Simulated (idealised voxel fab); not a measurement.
Presented below is a process module, voxel gate over fins.
In the cross-section labelled cut, the width is 230 nm and each square cell is 5 nm.
Heads up, the way a cross-section reads in here is a grid of square cells, handed over as bands from the top down, with every band being one or more rows of cells. Band entry format. Leading values: height of top, height of bottom, nm. Remainder: materials in left-to-right order, each with its width in nm. Special words: "edge to edge" on a single material, which then fills the band edge to edge; "blank", empty space. Heights from 0 (as-received wafer is one material below). Bottom band endless downward, as "0..down". A width given as "30 to 40" starts at the first number in the band's top row and ends at the second number in its bottom row, shifting by an equal amount at every step from row to row. When a step is marked "stayed the same", none of the cells in the cross-section changed during that step. Under "Fully closed voids" you'll find the enclosed gaps, the ones with no way out to the top, that are 8 cells or bigger; each reads width x height at distance, with distance counted from the left edge, everything in nm. If you see something after the settings on a step's line, that's the simulator's own remark about that step. A step's line can hold "overlay nm"; with a mask on that step, the setting says how far right of the planned place the mask lay, while a negative setting says it lay to the left.

PLANNED STEP LIST FOR THE PROCESS
1: RECEIVE, material Si
2: CONFORMAL_DEP, material SiN, thk nm 5
3: MASKED_ETCH, tone cover, mask id FINS, width nm 15, pitch nm 45, etch materials SiN, depth nm 5, overlay nm 0
4: MASKED_ETCH, tone cover, mask id FINS, width nm 15, pitch nm 45, etch materials Si, depth nm 30, overlay nm 0
5: FILL_DEP, material SiO2, thk nm 5
6: CMP, height nm 5
7: SELECTIVE_ETCH, etch materials SiO2, depth nm 15
8: STRIP, etch materials SiN
9: CONFORMAL_DEP, material HfO2, thk nm 5
10: CONFORMAL_DEP, material TiN, thk nm 5
11: FILL_DEP, material W, thk nm 10
12: CMP, height nm 15
13: CONFORMAL_DEP, material SiCN, thk nm 5
Every wafer here starts from the same state; it is the step 4 depth nm that distinguishes them, and the value the plan gives belongs to the first wafer.

THE AS-RECEIVED CROSS-SECTION OF THE FIRST OF SEVERAL WAFERS CORRESPONDS TO THE STATE AFTER STEP 1
    0..down  Si edge to edge
    Fully closed voids: none

LAST STEP OF THE MODULE IS STEP 13; AFTER IT, THE FIRST OF SEVERAL WAFERS IN CROSS-SECTION
    20..15  SiCN edge to edge
    15..10  W edge to edge
    10..5  W: 75  TiN: 35  W: 10  TiN: 35  W: 75
    5..0  W: 75  TiN: 5  HfO2: 25  TiN: 5  W: 10  TiN: 5  HfO2: 25  TiN: 5  W: 75
    0..-5  TiN: 80  HfO2: 5  Si: 15  HfO2: 5  TiN: 20  HfO2: 5  Si: 15  HfO2: 5  TiN: 80
    -5..-10  HfO2: 85  Si: 15  HfO2: 30  Si: 15  HfO2: 85
    -10..-30  SiO2: 85  Si: 15  SiO2: 30  Si: 15  SiO2: 85
    -30..down  Si edge to edge
    Fully closed voids: none

LAST WAFER OF THE SET, CROSS-SECTIONED AT END OF MODULE
    20..15  SiCN edge to edge
    15..10  W edge to edge
    10..5  W: 75  TiN: 35  W: 10  TiN: 35  W: 75
    5..0  W: 75  TiN: 5  HfO2: 25  TiN: 5  W: 10  TiN: 5  HfO2: 25  TiN: 5  W: 75
    0..-5  TiN: 80  HfO2: 5  Si: 15  HfO2: 5  TiN: 20  HfO2: 5  Si: 15  HfO2: 5  TiN: 80
    -5..-10  HfO2: 85  Si: 15  HfO2: 30  Si: 15  HfO2: 85
    -10..-55  SiO2: 85  Si: 15  SiO2: 30  Si: 15  SiO2: 85
    -55..down  Si edge to edge
    Fully closed voids: none

EACH ROW BELOW IS A WAFER AT THE END OF THE MODULE, LISTING FOR EVERY MATERIAL THE NUMBER OF CELLS IT HAS GAINED (+) OR LOST (-) SINCE IT WAS RECEIVED, FOLLOWED BY ITS CLOSED VOIDS
depth nm 30 | +54 HfO2 | -240 Si | +46 SiCN | +160 SiO2 | +54 TiN | +110 W | Fully closed voids: none
depth nm 35 | +54 HfO2 | -280 Si | +46 SiCN | +200 SiO2 | +54 TiN | +110 W | Fully closed voids: none
depth nm 40 | +54 HfO2 | -320 Si | +46 SiCN | +240 SiO2 | +54 TiN | +110 W | Fully closed voids: none
depth nm 45 | +54 HfO2 | -360 Si | +46 SiCN | +280 SiO2 | +54 TiN | +110 W | Fully closed voids: none
depth nm 50 | +54 HfO2 | -400 Si | +46 SiCN | +320 SiO2 | +54 TiN | +110 W | Fully closed voids: none
depth nm 55 | +54 HfO2 | -440 Si | +46 SiCN | +360 SiO2 | +54 TiN | +110 W | Fully closed voids: none
